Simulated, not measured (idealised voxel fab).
Title: Process Module voxel capacitor over wiring
Cross-section cut spans 265 nm and uses square cells 5 nm in size.
How to read a cross-section here: the picture is a grid of square cells, written as bands going from the top down, and any band can span one or more rows of cells. Heights first: top, then bottom, in nm. Then materials, left to right, each with a width in nm. "throughout" on a single material: fills the band edge to edge. "air": empty space. Heads up on the height convention: 0 is the point under which the incoming wafer is all one material, and the lowest band has no bottom, it just keeps going down, like "from 0 down". Graded width ("30 to 40"): value in top row of band = first number; value in bottom row = second number; row-to-row change constant. Where the words "nothing different" appear for a step, the cross-section shows no cell changed by that step; every cell remained as before. "Closed void inventory" means: voids of 8 cells or more that are shut off from the top with no open way through. Written width x height at distance, distance from the left edge, in nm. Post-settings text on a step line: simulator's own remark regarding the step. overlay nm: how far to the right of its planned place the mask lay on this masked step (negative: to the left).
## The planned process steps are enumerated hereunder
- 1: RECEIVE, material Si
- 2: CONFORMAL_DEP, material SiO2, thk nm 15
- 3: CONFORMAL_DEP, material SiN, thk nm 5
- 4: DIRECTIONAL_DEP, material lowk, thk nm 25
- 5: PATTERN, tone open, mask id METAL_1, material resist, width nm 30, pitch nm 85, thk nm 15, overlay nm 0
- 6: DIRECTIONAL_ETCH, etch materials lowk, depth nm 25
- 7: DIRECTIONAL_ETCH, etch materials SiN, depth nm 5
- 8: STRIP, etch materials resist
- 9: CONFORMAL_DEP, material TiN, thk nm 5
- 10: FILL_DEP, material W, thk nm 10
- 11: CMP, height nm 45
- 12: EPI, material Ru, thk nm 5
- 13: FILL_DEP, material SiCN, thk nm 5
- 14: DIRECTIONAL_DEP, material lowk, thk nm 20
- 15: MASKED_ETCH, tone open, mask id PLUG_1, width nm 15, etch materials lowk, depth nm 20, overlay nm 0
- 16: MASKED_ETCH, tone open, mask id PLUG_1, width nm 15, etch materials SiCN, depth nm 5, overlay nm 0
- 17: CONFORMAL_DEP, material TiN, thk nm 5
- 18: FILL_DEP, material Cu, thk nm 5
- 19: CMP, height nm 75
- 20: DIRECTIONAL_DEP, material TiN, thk nm 10
- 21: DIRECTIONAL_DEP, material HfO2, thk nm 5
- 22: DIRECTIONAL_DEP, material TiN, thk nm 5
- 23: DIRECTIONAL_DEP, material aC, thk nm 15
- 24: PATTERN, tone cover, mask id UPPER_PLATE, material resist, width nm 60, thk nm 35, overlay nm 0
- 25: DIRECTIONAL_ETCH, etch materials aC, depth nm 15
- 26: STRIP, etch materials resist
- 27: DIRECTIONAL_ETCH, etch materials TiN, depth nm 5
- 28: DIRECTIONAL_ETCH, etch materials HfO2, depth nm 5
- 29: STRIP, etch materials aC
- 30: MASKED_ETCH, tone cover, mask id LOWER_PLATE, width nm 70, etch materials TiN, depth nm 10, overlay nm 0
- 31: FILL_DEP, material SiO2, thk nm 15
- 32: CMP, height nm 105
- 33: PATTERN, tone open, mask id PLUG_2, material resist, width nm 15, thk nm 15, overlay nm 0
- 34: DIRECTIONAL_ETCH, etch materials SiO2, depth nm 10
- 35: STRIP, etch materials resist
- 36: CONFORMAL_DEP, material TiN, thk nm 5
- 37: FILL_DEP, material Ru, thk nm 5
- 38: CMP, height nm 105
- 39: CONFORMAL_DEP, material SiCN, thk nm 5
## First wafer, two in total, run as planned
## Step 1 complete: cross-section of the wafer as received
	from 0 down: Si throughout
	Closed void inventory: none
## The wafer, seen in cross-section, after step 2
	from 15 to 0: SiO2 throughout
	Beneath the level 0, the cross-section is identical to its previous state.
## The wafer, seen in cross-section, after step 3
	from 20 to 15: SiN throughout
	Beneath the level 15, the cross-section is identical to its previous state.
## The wafer, seen in cross-section, after step 4
	from 45 to 20: lowk throughout
	Beneath the level 20, the cross-section is identical to its previous state.
## The wafer, seen in cross-section, after step 5
	from 60 to 45: resist: 75  air: 30  resist: 55  air: 30  resist: 75
	Beneath the level 45, the cross-section is identical to its previous state.
## The wafer, seen in cross-section, after step 6
	from 60 to 45: resist: 75  air: 30  resist: 55  air: 30  resist: 75
	from 45 to 20: lowk: 75  air: 30  lowk: 55  air: 30  lowk: 75
	Beneath the level 20, the cross-section is identical to its previous state.
## The wafer, seen in cross-section, after step 7
	from 60 to 45: resist: 75  air: 30  resist: 55  air: 30  resist: 75
	from 45 to 20: lowk: 75  air: 30  lowk: 55  air: 30  lowk: 75
	from 20 to 15: SiN: 75  air: 30  SiN: 55  air: 30  SiN: 75
	Beneath the level 15, the cross-section is identical to its previous state.
## The wafer, seen in cross-section, after step 8
	from 45 to 20: lowk: 75  air: 30  lowk: 55  air: 30  lowk: 75
	Beneath the level 20, the cross-section is identical to its previous state.
## The wafer, seen in cross-section, after step 9
	from 50 to 45: TiN: 80  air: 20  TiN: 65  air: 20  TiN: 80
	from 45 to 20: lowk: 75  TiN: 5  air: 20  TiN: 5  lowk: 55  TiN: 5  air: 20  TiN: 5  lowk: 75
	from 20 to 15: SiN: 75  TiN: 30  SiN: 55  TiN: 30  SiN: 75
	Beneath the level 15, the cross-section is identical to its previous state.
## The wafer, seen in cross-section, after step 10
	from 60 to 50: W throughout
	from 50 to 45: TiN: 80  W: 20  TiN: 65  W: 20  TiN: 80
	from 45 to 20: lowk: 75  TiN: 5  W: 20  TiN: 5  lowk: 55  TiN: 5  W: 20  TiN: 5  lowk: 75
	Beneath the level 20, the cross-section is identical to its previous state.
## The wafer, seen in cross-section, after step 11
	from 45 to 20: lowk: 75  TiN: 5  W: 20  TiN: 5  lowk: 55  TiN: 5  W: 20  TiN: 5  lowk: 75
	Beneath the level 20, the cross-section is identical to its previous state.
## The wafer, seen in cross-section, after step 12
	from 50 to 45: air: 70  Ru: 40  air: 45  Ru: 40  air: 70
	Beneath the level 45, the cross-section is identical to its previous state.
## The wafer, seen in cross-section, after step 13
	from 55 to 50: SiCN throughout
	from 50 to 45: SiCN: 70  Ru: 40  SiCN: 45  Ru: 40  SiCN: 70
	Beneath the level 45, the cross-section is identical to its previous state.
## The wafer, seen in cross-section, after step 14
	from 75 to 55: lowk throughout
	Beneath the level 55, the cross-section is identical to its previous state.
## The wafer, seen in cross-section, after step 15
	from 75 to 55: lowk: 90  air: 15  lowk: 160
	Beneath the level 55, the cross-section is identical to its previous state.
## The wafer, seen in cross-section, after step 16
	from 75 to 55: lowk: 90  air: 15  lowk: 160
	from 55 to 50: SiCN: 90  air: 15  SiCN: 160
	Beneath the level 50, the cross-section is identical to its previous state.
## The wafer, seen in cross-section, after step 17
	from 80 to 75: TiN: 95  air: 5  TiN: 165
	from 75 to 55: lowk: 90  TiN: 5  air: 5  TiN: 5  lowk: 160
	from 55 to 50: SiCN: 90  TiN: 15  SiCN: 160
	Beneath the level 50, the cross-section is identical to its previous state.
## The wafer, seen in cross-section, after step 18
	from 85 to 80: Cu throughout
	from 80 to 75: TiN: 95  Cu: 5  TiN: 165
	from 75 to 55: lowk: 90  TiN: 5  Cu: 5  TiN: 5  lowk: 160
	Beneath the level 55, the cross-section is identical to its previous state.
## The wafer, seen in cross-section, after step 19
	from 75 to 55: lowk: 90  TiN: 5  Cu: 5  TiN: 5  lowk: 160
	Beneath the level 55, the cross-section is identical to its previous state.
## The wafer, seen in cross-section, after step 20
	from 85 to 75: TiN throughout
	Beneath the level 75, the cross-section is identical to its previous state.
## The wafer, seen in cross-section, after step 21
	from 90 to 85: HfO2 throughout
	Beneath the level 85, the cross-section is identical to its previous state.
## The wafer, seen in cross-section, after step 22
	from 95 to 90: TiN throughout
	Beneath the level 90, the cross-section is identical to its previous state.
## The wafer, seen in cross-section, after step 23
	from 110 to 95: aC throughout
	Beneath the level 95, the cross-section is identical to its previous state.
## The wafer, seen in cross-section, after step 24
	from 145 to 110: air: 90  resist: 60  air: 115
	Beneath the level 110, the cross-section is identical to its previous state.
## The wafer, seen in cross-section, after step 25
	from 130 to 110: air: 90  resist: 60  air: 115
	from 110 to 95: air: 90  aC: 60  air: 115
	Beneath the level 95, the cross-section is identical to its previous state.
## The wafer, seen in cross-section, after step 26
	from 110 to 95: air: 90  aC: 60  air: 115
	Beneath the level 95, the cross-section is identical to its previous state.
## The wafer, seen in cross-section, after step 27
	from 110 to 95: air: 90  aC: 60  air: 115
	from 95 to 90: air: 90  TiN: 60  air: 115
	Beneath the level 90, the cross-section is identical to its previous state.
## The wafer, seen in cross-section, after step 28
	from 110 to 95: air: 90  aC: 60  air: 115
	from 95 to 90: air: 90  TiN: 60  air: 115
	from 90 to 85: air: 90  HfO2: 60  air: 115
	Beneath the level 85, the cross-section is identical to its previous state.
## The wafer, seen in cross-section, after step 29
	from 95 to 90: air: 90  TiN: 60  air: 115
	Beneath the level 90, the cross-section is identical to its previous state.
## The wafer, seen in cross-section, after step 30
	from 95 to 90: air: 90  TiN: 60  air: 115
	from 90 to 85: air: 90  HfO2: 60  air: 115
	from 85 to 75: air: 85  TiN: 70  air: 110
	Beneath the level 75, the cross-section is identical to its previous state.
## The wafer, seen in cross-section, after step 31
	from 110 to 95: SiO2 throughout
	from 95 to 90: SiO2: 90  TiN: 60  SiO2: 115
	from 90 to 85: SiO2: 90  HfO2: 60  SiO2: 115
	from 85 to 75: SiO2: 85  TiN: 70  SiO2: 110
	Beneath the level 75, the cross-section is identical to its previous state.
## The wafer, seen in cross-section, after step 32
	from 105 to 95: SiO2 throughout
	Beneath the level 95, the cross-section is identical to its previous state.
## The wafer, seen in cross-section, after step 33
	from 120 to 105: resist: 100  air: 15  resist: 150
	Beneath the level 105, the cross-section is identical to its previous state.
## The wafer, seen in cross-section, after step 34
	from 120 to 105: resist: 100  air: 15  resist: 150
	from 105 to 95: SiO2: 100  air: 15  SiO2: 150
	Beneath the level 95, the cross-section is identical to its previous state.
## The wafer, seen in cross-section, after step 35
	from 105 to 95: SiO2: 100  air: 15  SiO2: 150
	Beneath the level 95, the cross-section is identical to its previous state.
## The wafer, seen in cross-section, after step 36
	from 110 to 105: TiN: 105  air: 5  TiN: 155
	from 105 to 100: SiO2: 100  TiN: 5  air: 5  TiN: 5  SiO2: 150
	from 100 to 90: SiO2: 100 to 90  TiN: 15 to 60  SiO2: 150 to 115
	Beneath the level 90, the cross-section is identical to its previous state.
## The wafer, seen in cross-section, after step 37
	from 115 to 110: Ru throughout
	from 110 to 105: TiN: 105  Ru: 5  TiN: 155
	from 105 to 100: SiO2: 100  TiN: 5  Ru: 5  TiN: 5  SiO2: 150
	Beneath the level 100, the cross-section is identical to its previous state.
## The wafer, seen in cross-section, after step 38
	from 105 to 100: SiO2: 100  TiN: 5  Ru: 5  TiN: 5  SiO2: 150
	Beneath the level 100, the cross-section is identical to its previous state.
## The wafer, seen in cross-section, after step 39
	from 110 to 105: SiCN throughout
	Beneath the level 105, the cross-section is identical to its previous state.
## The second wafer: identical to the first at the outset and in its planned sequence, differing only in that one mistake was made during processing; up to and including step 22, its path is the first wafer's path
## Second wafer at the planned finish of step 23, seen in cross-section
	from 110 to 95: Ru throughout
	Beneath the level 95, the cross-section is identical to its previous state.
## Second wafer at the planned finish of step 24, seen in cross-section
	from 145 to 110: air: 90  resist: 60  air: 115
	Beneath the level 110, the cross-section is identical to its previous state.
## Second wafer at the planned finish of step 25, seen in cross-section
	from 130 to 110: air: 90  resist: 60  air: 115
	Beneath the level 110, the cross-section is identical to its previous state.
## Second wafer at the planned finish of step 26, seen in cross-section
	from 110 to 95: Ru throughout
	Beneath the level 95, the cross-section is identical to its previous state.
Second wafer at the planned finish of step 27, seen in cross-section: nothing different
Second wafer at the planned finish of step 28, seen in cross-section: nothing different
Second wafer at the planned finish of step 29, seen in cross-section: nothing different
Second wafer at the planned finish of step 30, seen in cross-section: nothing different
## Second wafer at the planned finish of step 31, seen in cross-section
	from 125 to 110: SiO2 throughout
	Beneath the level 110, the cross-section is identical to its previous state.
## Second wafer at the planned finish of step 32, seen in cross-section
	from 105 to 95: Ru throughout
	Beneath the level 95, the cross-section is identical to its previous state.
## Second wafer at the planned finish of step 33, seen in cross-section
	from 120 to 105: resist: 100  air: 15  resist: 150
	Beneath the level 105, the cross-section is identical to its previous state.
Second wafer at the planned finish of step 34, seen in cross-section: nothing different
## Second wafer at the planned finish of step 35, seen in cross-section
	from 105 to 95: Ru throughout
	Beneath the level 95, the cross-section is identical to its previous state.
## Second wafer at the planned finish of step 36, seen in cross-section
	from 110 to 105: TiN throughout
	Beneath the level 105, the cross-section is identical to its previous state.
## Second wafer at the planned finish of step 37, seen in cross-section
	from 115 to 110: Ru throughout
	Beneath the level 110, the cross-section is identical to its previous state.
## Second wafer at the planned finish of step 38, seen in cross-section
	from 105 to 95: Ru throughout
	Beneath the level 95, the cross-section is identical to its previous state.
## Second wafer at the planned finish of step 39, seen in cross-section
	from 110 to 105: SiCN throughout
	Beneath the level 105, the cross-section is identical to its previous state.
Processing error: step 23 ran differently from the plan; actual operation with settings: DIRECTIONAL_DEP, material Ru, thk nm 15
Once processing is complete, comparing cell counts shows that the second wafer has more or fewer of certain materials than the first: 41 more of HfO2; 105 more of Ru; 260 fewer of SiO2; 114 more of TiN
